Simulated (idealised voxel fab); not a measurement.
process module | voxel released beams
cross-section cut | 165 nm wide | cells 5 nm
A cross-section is a grid of square cells, given in bands from the top down. A band is one or more rows of cells.
Each band's line starts with the height of the band's top and of its bottom, in nm. Then come its materials from left to right, each with its width in nm. One material with "throughout" fills the band from edge to edge. "air" is empty space.
Height 0 is the level under which the wafer as received is all one material. The lowest band goes on downwards, as in "0 down".
A width such as "30 to 40" changes by the same amount from each row of cells to the next, from the band's top row to its bottom row.
"no change" after a step means that no cell of the cross-section changed.
closed voids: empty space of 8 cells or more with no open way to the top, each as width x height at its distance from the left edge, in nm
after a step's settings: what the simulator itself notes on the step
overlay nm, on a step with a mask: how far to the right of its planned place the mask lay; to the left if negative
plan
1 op RECEIVE | material Si
2 op CONFORMAL_DEP | material Al2O3 | thk nm 10
3 op DIRECTIONAL_DEP | material SiO2 | thk nm 15
4 op PATTERN | tone open | mask id ANCHOR | material resist | width nm 30 | thk nm 15 | overlay nm 0
5 op DIRECTIONAL_ETCH | etch materials SiO2 | depth nm 15
6 op STRIP | etch materials resist
7 op CONFORMAL_DEP | material W | thk nm 10
8 op PATTERN | tone cover | mask id BEAM | material resist | width nm 110 | thk nm 20 | overlay nm 0
9 op DIRECTIONAL_ETCH | etch materials W | depth nm 10
10 op STRIP | etch materials resist
11 op STRIP | etch materials SiO2
as received, after step 1
  0 down: Si throughout
  closed voids: none
a wafer at the end: this start, this plan, one mistake
  40 to 30: air 25 | W 110 | air 30
  30 to 25: W throughout
  25 to 10: SiO2 30 | W 30 | SiO2 105
  10 to 0: Al2O3 throughout
  0 down: Si throughout
  closed voids: none
what went wrong: step 7 ran as: op CONFORMAL_DEP | material W | thk nm 15
